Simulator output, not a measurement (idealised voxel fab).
Documented hereafter: the process module known as voxel self aligned vias.
cross-section cut | 295 nm wide | cells 5 nm
Notation: cross-section as square-cell grid; stated in bands, top first, going down; one or more cell rows per band. A band entry consists of two parts. The first gives the height of the band's top and the height of its bottom, in nm. The rest lists the band's materials from left to right, each with its width in nm. A single material labelled with the word "all across" fills the band from edge to edge, and the word "air" marks empty space. All heights in this document are referenced to 0, defined as the level beneath which the wafer, as received, consists entirely of one material. The lowest band is not bounded below; it extends indefinitely downward and is written in the form "0..down". With a width like "30->40", each row of cells in the band differs from the next by the same amount, the top row carrying the first number and the bottom row the second. "no modifications" -> step changed no cross-section cell. Closed empty spaces (no open way to the top) of 8 cells or more are what "Enclosed void listing" lists, each as width x height at distance from the left edge, nm for all three. Anything after a step's settings on that line? It's the simulator's own note about the step. overlay nm: right-of-plan distance of the mask on a masked step; negative values mean left-of-plan. Pairs ahead. Before: cross-section ahead of one process step. After: cross-section once the step is done, shown to the lowest changed band only. Under each pair: that step, with settings. Caution: pairs may come from different runs of this module on the same starting wafer; a pair follows the pair above only where its "Status before step" entry says so.
Status before step:
- 60..55  TiN 75, air 30, TiN 80, air 30, TiN 80
- 55..45  lowk 70, TiN 5, air 30, TiN 5, lowk 70, TiN 5, air 30, TiN 5, lowk 75
- 45..40  lowk 70, TiN 15, air 15, TiN 10, lowk 70, TiN 15, air 15, TiN 10, lowk 75
- 40..35  lowk 80, TiN 25, lowk 30, SiN 25, lowk 30, TiN 25, lowk 80
- 35..25  lowk 80, TiN 5, W 15, TiN 5, lowk 30, TiN 5, W 15, TiN 5, lowk 30, TiN 5, W 15, TiN 5, lowk 80
- 25..20  lowk 80, TiN 25, lowk 30, TiN 25, lowk 30, TiN 25, lowk 80
- 20..15  SiCN all across
- 15..0  SiO2 all across
- 0..down  Si all across
- Enclosed void listing: none
Step Outcome:
- 65..60  W all across
- 60..55  TiN 75, W 30, TiN 80, W 30, TiN 80
- 55..45  lowk 70, TiN 5, W 30, TiN 5, lowk 70, TiN 5, W 30, TiN 5, lowk 75
- 45..40  lowk 70, TiN 15, W 15, TiN 10, lowk 70, TiN 15, W 15, TiN 10, lowk 75
- Below a height of 40, the structure has not been altered.
- Enclosed void listing: none
The process step separating the two cross-sections depicted above is as follows: FILL_DEP: material W, thk nm 5
Status before step: the after view from the pair directly above serves as the before view here.
Step Outcome:
- 55..45  lowk 70, TiN 5, W 30, TiN 5, lowk 70, TiN 5, W 30, TiN 5, lowk 75
- Below a height of 45, the structure has not been altered.
- Enclosed void listing: none
The process step separating the two cross-sections depicted above is as follows: CMP: height nm 55
Status before step: the after view from the pair directly above serves as the before view here.
Step Outcome:
- 60..55  SiCN all across
- Below a height of 55, the structure has not been altered.
- Enclosed void listing: none
The process step separating the two cross-sections depicted above is as follows: CONFORMAL_DEP: material SiCN, thk nm 5
Status before step:
- 55..40  lowk 70, air 40, lowk 70, air 40, lowk 75
- 40..35  lowk 75, SiN 30, lowk 25, SiN 30, lowk 25, SiN 30, lowk 80
- 35..25  lowk 75, TiN 5, W 20, TiN 5, lowk 25, TiN 5, W 20, TiN 5, lowk 25, TiN 5, W 20, TiN 5, lowk 80
- 25..20  lowk 75, TiN 30, lowk 25, TiN 30, lowk 25, TiN 30, lowk 80
- 20..15  SiCN all across
- 15..0  SiO2 all across
- 0..down  Si all across
- Enclosed void listing: none
Step Outcome:
- 55..40  lowk 70, air 40, lowk 70, air 40, lowk 75
- 40..35  lowk 75, SiN 5, air 25, lowk 25, SiN 30, lowk 25, SiN 5, air 25, lowk 80
- Below a height of 35, the structure has not been altered.
- Enclosed void listing: none
The process step separating the two cross-sections depicted above is as follows: MASKED_ETCH: tone open, mask id VIAS, width nm 40, pitch nm 110, etch materials SiN, depth nm 5, overlay nm 10
Status before step: the after view from the pair directly above serves as the before view here.
Step Outcome:
- 60..55  TiN 75, air 30, TiN 80, air 30, TiN 80
- 55..45  lowk 70, TiN 5, air 30, TiN 5, lowk 70, TiN 5, air 30, TiN 5, lowk 75
- 45..40  lowk 70, TiN 15, air 15, TiN 10, lowk 70, TiN 15, air 15, TiN 10, lowk 75
- 40..35  lowk 75, SiN 5, TiN 25, lowk 25, SiN 30, lowk 25, SiN 5, TiN 25, lowk 80
- Below a height of 35, the structure has not been altered.
- Enclosed void listing: none
The process step separating the two cross-sections depicted above is as follows: CONFORMAL_DEP: material TiN, thk nm 5
Status before step: the after view from the pair directly above serves as the before view here.
Step Outcome:
- 65..60  W all across
- 60..55  TiN 75, W 30, TiN 80, W 30, TiN 80
- 55..45  lowk 70, TiN 5, W 30, TiN 5, lowk 70, TiN 5, W 30, TiN 5, lowk 75
- 45..40  lowk 70, TiN 15, W 15, TiN 10, lowk 70, TiN 15, W 15, TiN 10, lowk 75
- Below a height of 40, the structure has not been altered.
- Enclosed void listing: none
The process step separating the two cross-sections depicted above is as follows: FILL_DEP: material W, thk nm 5
Status before step: the after view from the pair directly above serves as the before view here.
Step Outcome:
- 55..45  lowk 70, TiN 5, W 30, TiN 5, lowk 70, TiN 5, W 30, TiN 5, lowk 75
- Below a height of 45, the structure has not been altered.
- Enclosed void listing: none
The process step separating the two cross-sections depicted above is as follows: CMP: height nm 55
Status before step: the after view from the pair directly above serves as the before view here.
Step Outcome:
- 60..55  SiCN all across
- Below a height of 55, the structure has not been altered.
- Enclosed void listing: none
The process step separating the two cross-sections depicted above is as follows: CONFORMAL_DEP: material SiCN, thk nm 5
Status before step:
- 60..55  TiN 75, air 30, TiN 80, air 30, TiN 80
- 55..45  lowk 70, TiN 5, air 30, TiN 5, lowk 70, TiN 5, air 30, TiN 5, lowk 75
- 45..40  lowk 70, TiN 10, air 20, TiN 10, lowk 70, TiN 10, air 20, TiN 10, lowk 75
- 40..35  lowk 75, TiN 30, lowk 25, SiN 30, lowk 25, TiN 30, lowk 80
- 35..25  lowk 75, TiN 5, W 20, TiN 5, lowk 25, TiN 5, W 20, TiN 5, lowk 25, TiN 5, W 20, TiN 5, lowk 80
- 25..20  lowk 75, TiN 30, lowk 25, TiN 30, lowk 25, TiN 30, lowk 80
- 20..15  SiCN all across
- 15..0  SiO2 all across
- 0..down  Si all across
- Enclosed void listing: none
Step Outcome:
- 65..60  SiCN all across
- 60..55  TiN 75, SiCN 30, TiN 80, SiCN 30, TiN 80
- 55..45  lowk 70, TiN 5, SiCN 30, TiN 5, lowk 70, TiN 5, SiCN 30, TiN 5, lowk 75
- 45..40  lowk 70, TiN 10, SiCN 20, TiN 10, lowk 70, TiN 10, SiCN 20, TiN 10, lowk 75
- Below a height of 40, the structure has not been altered.
- Enclosed void listing: none
The process step separating the two cross-sections depicted above is as follows: FILL_DEP: material SiCN, thk nm 5
Status before step: the after view from the pair directly above serves as the before view here.
Step Outcome:
- 55..45  lowk 70, TiN 5, SiCN 30, TiN 5, lowk 70, TiN 5, SiCN 30, TiN 5, lowk 75
- Below a height of 45, the structure has not been altered.
- Enclosed void listing: none
The process step separating the two cross-sections depicted above is as follows: CMP: height nm 55
Status before step: the after view from the pair directly above serves as the before view here.
Step Outcome:
- 60..55  SiCN all across
- Below a height of 55, the structure has not been altered.
- Enclosed void listing: none
The process step separating the two cross-sections depicted above is as follows: CONFORMAL_DEP: material SiCN, thk nm 5
Status before step:
- 40..20  lowk all across
- 20..15  SiCN all across
- 15..0  SiO2 all across
- 0..down  Si all across
- Enclosed void listing: none
Step Outcome:
- 55..40  air 75, resist 30, air 25, resist 30, air 25, resist 30, air 80
- Below a height of 40, the structure has not been altered.
- Enclosed void listing: none
The process step separating the two cross-sections depicted above is as follows: PATTERN: tone cover, mask id LINES, material resist, width nm 30, pitch nm 55, thk nm 15, overlay nm 0
Status before step: the after view from the pair directly above serves as the before view here.
Step Outcome:
- 55..40  air 75, resist 30, air 25, resist 30, air 25, resist 30, air 80
- 40..20  air 75, lowk 30, air 25, lowk 30, air 25, lowk 30, air 80
- Below a height of 20, the structure has not been altered.
- Enclosed void listing: none
The process step separating the two cross-sections depicted above is as follows: DIRECTIONAL_ETCH: etch materials lowk, depth nm 20
Status before step: the after view from the pair directly above serves as the before view here.
Step Outcome:
- 40..20  air 75, lowk 30, air 25, lowk 30, air 25, lowk 30, air 80
- Below a height of 20, the structure has not been altered.
- Enclosed void listing: none
The process step separating the two cross-sections depicted above is as follows: STRIP: etch materials resist
Status before step: the after view from the pair directly above serves as the before view here.
Step Outcome:
- 45..40  air 70, TiN 40, air 15, TiN 40, air 15, TiN 40, air 75
- 40..25  air 70, TiN 5, lowk 30, TiN 5, air 15, TiN 5, lowk 30, TiN 5, air 15, TiN 5, lowk 30, TiN 5, air 75
- 25..20  TiN 75, lowk 30, TiN 25, lowk 30, TiN 25, lowk 30, TiN 80
- Below a height of 20, the structure has not been altered.
- Enclosed void listing: none
The process step separating the two cross-sections depicted above is as follows: CONFORMAL_DEP: material TiN, thk nm 5
Status before step: the after view from the pair directly above serves as the before view here.
Step Outcome:
- 55..45  W all across
- 45..40  W 70, TiN 40, W 15, TiN 40, W 15, TiN 40, W 75
- 40..25  W 70, TiN 5, lowk 30, TiN 5, W 15, TiN 5, lowk 30, TiN 5, W 15, TiN 5, lowk 30, TiN 5, W 75
- Below a height of 25, the structure has not been altered.
- Enclosed void listing: none
The process step separating the two cross-sections depicted above is as follows: FILL_DEP: material W, thk nm 10
Status before step: the after view from the pair directly above serves as the before view here.
Step Outcome:
- 40..25  W 70, TiN 5, lowk 30, TiN 5, W 15, TiN 5, lowk 30, TiN 5, W 15, TiN 5, lowk 30, TiN 5, W 75
- Below a height of 25, the structure has not been altered.
- Enclosed void listing: none
The process step separating the two cross-sections depicted above is as follows: CMP: height nm 40
Status before step: the after view from the pair directly above serves as the before view here.
Step Outcome:
- 40..35  air 75, lowk 30, air 25, lowk 30, air 25, lowk 30, air 80
- Below a height of 35, the structure has not been altered.
- Enclosed void listing: none
The process step separating the two cross-sections depicted above is as follows: SELECTIVE_ETCH: etch materials W Ru TiN, depth nm 5
Status before step: the after view from the pair directly above serves as the before view here.
Step Outcome:
- 45..40  SiN all across
- 40..35  SiN 75, lowk 30, SiN 25, lowk 30, SiN 25, lowk 30, SiN 80
- Below a height of 35, the structure has not been altered.
- Enclosed void listing: none
The process step separating the two cross-sections depicted above is as follows: FILL_DEP: material SiN, thk nm 5
Status before step: the after view from the pair directly above serves as the before view here.
Step Outcome:
- 40..35  SiN 75, lowk 30, SiN 25, lowk 30, SiN 25, lowk 30, SiN 80
- Below a height of 35, the structure has not been altered.
- Enclosed void listing: none
The process step separating the two cross-sections depicted above is as follows: CMP: height nm 40
Status before step: the after view from the pair directly above serves as the before view here.
Step Outcome:
- 55..40  lowk all across
- Below a height of 40, the structure has not been altered.
- Enclosed void listing: none
The process step separating the two cross-sections depicted above is as follows: DIRECTIONAL_DEP: material lowk, thk nm 15
Status before step: the after view from the pair directly above serves as the before view here.
Step Outcome:
- 55..40  lowk 70, air 40, lowk 70, air 40, lowk 75
- Below a height of 40, the structure has not been altered.
- Enclosed void listing: none
The process step separating the two cross-sections depicted above is as follows: MASKED_ETCH: tone open, mask id VIAS, width nm 40, pitch nm 110, etch materials lowk, depth nm 15, overlay nm 0
Status before step: the after view from the pair directly above serves as the before view here.
Step Outcome:
- 55..40  lowk 70, air 40, lowk 70, air 40, lowk 75
- 40..35  SiN 70, air 5, lowk 30, air 5, SiN 20, lowk 30, SiN 20, air 5, lowk 30, air 5, SiN 75
- Below a height of 35, the structure has not been altered.
- Enclosed void listing: none
The process step separating the two cross-sections depicted above is as follows: MASKED_ETCH: tone open, mask id VIAS, width nm 40, pitch nm 110, etch materials SiN, depth nm 5, overlay nm 0
Status before step: the after view from the pair directly above serves as the before view here.
Step Outcome:
- 60..55  TiN 75, air 30, TiN 80, air 30, TiN 80
- 55..45  lowk 70, TiN 5, air 30, TiN 5, lowk 70, TiN 5, air 30, TiN 5, lowk 75
- 45..40  lowk 70, TiN 40, lowk 70, TiN 40, lowk 75
- 40..35  SiN 70, TiN 5, lowk 30, TiN 5, SiN 20, lowk 30, SiN 20, TiN 5, lowk 30, TiN 5, SiN 75
- Below a height of 35, the structure has not been altered.
- Enclosed void listing: none
The process step separating the two cross-sections depicted above is as follows: CONFORMAL_DEP: material TiN, thk nm 5
Status before step: the after view from the pair directly above serves as the before view here.
Step Outcome:
- 65..60  W all across
- 60..55  TiN 75, W 30, TiN 80, W 30, TiN 80
- 55..45  lowk 70, TiN 5, W 30, TiN 5, lowk 70, TiN 5, W 30, TiN 5, lowk 75
- Below a height of 45, the structure has not been altered.
- Enclosed void listing: none
The process step separating the two cross-sections depicted above is as follows: FILL_DEP: material W, thk nm 5
Status before step: the after view from the pair directly above serves as the before view here.
Step Outcome:
- 55..45  lowk 70, TiN 5, W 30, TiN 5, lowk 70, TiN 5, W 30, TiN 5, lowk 75
- Below a height of 45, the structure has not been altered.
- Enclosed void listing: none
The process step separating the two cross-sections depicted above is as follows: CMP: height nm 55
Status before step: the after view from the pair directly above serves as the before view here.
Step Outcome:
- 60..55  SiCN all across
- Below a height of 55, the structure has not been altered.
- Enclosed void listing: none
The process step separating the two cross-sections depicted above is as follows: CONFORMAL_DEP: material SiCN, thk nm 5
